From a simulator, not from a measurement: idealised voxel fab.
process module | voxel wiring stack
cross-section cut | 290 nm wide | cells 5 nm
A cross-section is a grid of square cells, given in bands from the top down. A band is one or more rows of cells.
Each band's line starts with the height of the band's top and of its bottom, in nm. Then come its materials from left to right, each with its width in nm. One material with "throughout" fills the band from edge to edge. "air" is empty space.
Height 0 is the level under which the wafer as received is all one material. The lowest band goes on downwards, as in "0 down".
A width such as "30 to 40" changes by the same amount from each row of cells to the next, from the band's top row to its bottom row.
"no change" after a step means that no cell of the cross-section changed.
closed voids: empty space of 8 cells or more with no open way to the top, each as width x height at its distance from the left edge, in nm
after a step's settings: what the simulator itself notes on the step
overlay nm, on a step with a mask: how far to the right of its planned place the mask lay; to the left if negative
plan
1 op RECEIVE | material Si
2 op CONFORMAL_DEP | material SiO2 | thk nm 15
3 op DIRECTIONAL_DEP | material TiN | thk nm 5
4 op DIRECTIONAL_DEP | material W | thk nm 20
5 op DIRECTIONAL_DEP | material aC | thk nm 10
6 op PATTERN | tone cover | mask id METAL_1 | material resist | width nm 25 | pitch nm 45 | thk nm 30 | overlay nm 0
7 op DIRECTIONAL_ETCH | etch materials aC | depth nm 10
8 op STRIP | etch materials resist
9 op DIRECTIONAL_ETCH | etch materials W | depth nm 20
10 op DIRECTIONAL_ETCH | etch materials TiN | depth nm 5
11 op STRIP | etch materials aC
12 op CONFORMAL_DEP | material SiN | thk nm 5
13 op FILL_DEP | material lowk | thk nm 10
14 op CMP | height nm 40
15 op CONFORMAL_DEP | material SiCN | thk nm 5
16 op DIRECTIONAL_DEP | material SiO2 | thk nm 20
17 op DIRECTIONAL_DEP | material aC | thk nm 10
18 op PATTERN | tone open | mask id PLUG_1 | material resist | width nm 15 | pitch nm 45 | thk nm 25 | overlay nm 0
19 op DIRECTIONAL_ETCH | etch materials aC | depth nm 10
20 op STRIP | etch materials resist
21 op DIRECTIONAL_ETCH | etch materials SiO2 | depth nm 20
22 op DIRECTIONAL_ETCH | etch materials SiCN | depth nm 5
23 op STRIP | etch materials aC
24 op CONFORMAL_DEP | material TiN | thk nm 5
25 op FILL_DEP | material Cu | thk nm 5
26 op CMP | height nm 65
27 op DIRECTIONAL_DEP | material TiN | thk nm 5
28 op DIRECTIONAL_DEP | material W | thk nm 15
29 op DIRECTIONAL_DEP | material aC | thk nm 10
30 op PATTERN | tone cover | mask id METAL_2 | material resist | width nm 25 | pitch nm 45 | thk nm 30 | overlay nm 0
31 op DIRECTIONAL_ETCH | etch materials aC | depth nm 10
32 op STRIP | etch materials resist
33 op DIRECTIONAL_ETCH | etch materials W | depth nm 15
34 op DIRECTIONAL_ETCH | etch materials TiN | depth nm 5
35 op STRIP | etch materials aC
36 op CONFORMAL_DEP | material SiCN | thk nm 5
37 op FILL_DEP | material SiO2 | thk nm 10
38 op CMP | height nm 85
39 op CONFORMAL_DEP | material SiCN | thk nm 5
40 op DIRECTIONAL_DEP | material lowk | thk nm 10
41 op MASKED_ETCH | tone open | mask id PLUG_2 | width nm 15 | pitch nm 45 | etch materials lowk | depth nm 10 | overlay nm -15
42 op MASKED_ETCH | tone open | mask id PLUG_2 | width nm 15 | pitch nm 45 | etch materials SiCN | depth nm 5 | overlay nm 0
43 op CONFORMAL_DEP | material TiN | thk nm 5
44 op FILL_DEP | material W | thk nm 10
45 op CMP | height nm 100
46 op CONFORMAL_DEP | material SiN | thk nm 5
47 op DIRECTIONAL_DEP | material SiO2 | thk nm 20
48 op PATTERN | tone open | mask id METAL_3 | material resist | width nm 25 | pitch nm 45 | thk nm 20 | overlay nm 0
49 op DIRECTIONAL_ETCH | etch materials SiO2 | depth nm 20
50 op DIRECTIONAL_ETCH | etch materials SiN | depth nm 5
51 op STRIP | etch materials resist
52 op CONFORMAL_DEP | material TiN | thk nm 5
53 op FILL_DEP | material Ru | thk nm 10
54 op CMP | height nm 125
55 op CONFORMAL_DEP | material SiN | thk nm 5
varied across the wafers: overlay nm of step 41. The plan shows the first wafer's value. All wafers start alike
first wafer as received, after step 1
  0 down: Si throughout
  closed voids: none
first wafer at the end, after step 55
  130 to 125: SiN throughout
  125 to 105: SiO2 85 | TiN 5 | Ru 15 | TiN 5 | SiO2 20 | TiN 5 | Ru 15 | TiN 5 | SiO2 20 | TiN 5 | Ru 15 | TiN 5 | SiO2 90
  105 to 100: SiN 85 | TiN 25 | SiN 20 | TiN 25 | SiN 20 | TiN 25 | SiN 90
  100 to 95: lowk 70 | TiN 5 | W 5 | TiN 5 | lowk 30 | TiN 5 | W 5 | TiN 5 | lowk 30 | TiN 5 | W 5 | TiN 5 | lowk 115
  95 to 90: lowk 70 | TiN 15 | lowk 30 | TiN 15 | lowk 30 | TiN 15 | lowk 115
  90 to 85: SiCN throughout
  85 to 70: SiO2 80 | SiCN 5 | W 25 | SiCN 5 | SiO2 10 | SiCN 5 | W 25 | SiCN 5 | SiO2 10 | SiCN 5 | W 25 | SiCN 5 | SiO2 85
  70 to 65: SiCN 85 | TiN 25 | SiCN 20 | TiN 25 | SiCN 20 | TiN 25 | SiCN 90
  65 to 45: SiO2 85 | TiN 5 | Cu 5 | TiN 5 | SiO2 30 | TiN 5 | Cu 5 | TiN 5 | SiO2 30 | TiN 5 | Cu 5 | TiN 5 | SiO2 100
  45 to 40: SiCN 85 | TiN 15 | SiCN 30 | TiN 15 | SiCN 30 | TiN 15 | SiCN 100
  40 to 20: lowk 80 | SiN 5 | W 25 | SiN 5 | lowk 10 | SiN 5 | W 25 | SiN 5 | lowk 10 | SiN 5 | W 25 | SiN 5 | lowk 85
  20 to 15: SiN 85 | TiN 25 | SiN 20 | TiN 25 | SiN 20 | TiN 25 | SiN 90
  15 to 0: SiO2 throughout
  0 down: Si throughout
  closed voids: none
last wafer at the end
  130 to 125: SiN throughout
  125 to 105: SiO2 85 | TiN 5 | Ru 15 | TiN 5 | SiO2 20 | TiN 5 | Ru 15 | TiN 5 | SiO2 20 | TiN 5 | Ru 15 | TiN 5 | SiO2 90
  105 to 100: SiN 85 | TiN 25 | SiN 20 | TiN 25 | SiN 20 | TiN 25 | SiN 90
  100 to 95: lowk 100 | TiN 5 | W 5 | TiN 5 | lowk 30 | TiN 5 | W 5 | TiN 5 | lowk 30 | TiN 5 | W 5 | TiN 5 | lowk 85
  95 to 90: lowk 100 | TiN 15 | lowk 30 | TiN 15 | lowk 30 | TiN 15 | lowk 85
  90 to 85: SiCN throughout
  85 to 70: SiO2 80 | SiCN 5 | W 25 | SiCN 5 | SiO2 10 | SiCN 5 | W 25 | SiCN 5 | SiO2 10 | SiCN 5 | W 25 | SiCN 5 | SiO2 85
  70 to 65: SiCN 85 | TiN 25 | SiCN 20 | TiN 25 | SiCN 20 | TiN 25 | SiCN 90
  65 to 45: SiO2 85 | TiN 5 | Cu 5 | TiN 5 | SiO2 30 | TiN 5 | Cu 5 | TiN 5 | SiO2 30 | TiN 5 | Cu 5 | TiN 5 | SiO2 100
  45 to 40: SiCN 85 | TiN 15 | SiCN 30 | TiN 15 | SiCN 30 | TiN 15 | SiCN 100
  40 to 20: lowk 80 | SiN 5 | W 25 | SiN 5 | lowk 10 | SiN 5 | W 25 | SiN 5 | lowk 10 | SiN 5 | W 25 | SiN 5 | lowk 85
  20 to 15: SiN 85 | TiN 25 | SiN 20 | TiN 25 | SiN 20 | TiN 25 | SiN 90
  15 to 0: SiO2 throughout
  0 down: Si throughout
  closed voids: none
each wafer at the end: cells of each material gained (+) or lost (-) since it was received, then its closed voids
overlay nm -15 | +12 Cu | +36 Ru | +168 SiCN | +168 SiN | +653 SiO2 | +117 TiN | +108 W | +246 lowk | closed voids: none
overlay nm -10 | +12 Cu | +36 Ru | +165 SiCN | +168 SiN | +653 SiO2 | +120 TiN | +108 W | +246 lowk | closed voids: none
overlay nm -5 | +12 Cu | +36 Ru | +162 SiCN | +168 SiN | +653 SiO2 | +123 TiN | +108 W | +246 lowk | closed voids: none
overlay nm 0 | +12 Cu | +36 Ru | +159 SiCN | +168 SiN | +653 SiO2 | +123 TiN | +111 W | +246 lowk | closed voids: none
overlay nm 5 | +12 Cu | +36 Ru | +162 SiCN | +168 SiN | +653 SiO2 | +123 TiN | +108 W | +246 lowk | closed voids: none
overlay nm 10 | +12 Cu | +36 Ru | +165 SiCN | +168 SiN | +653 SiO2 | +120 TiN | +108 W | +246 lowk | closed voids: none
overlay nm 15 | +12 Cu | +36 Ru | +168 SiCN | +168 SiN | +653 SiO2 | +117 TiN | +108 W | +246 lowk | closed voids: none
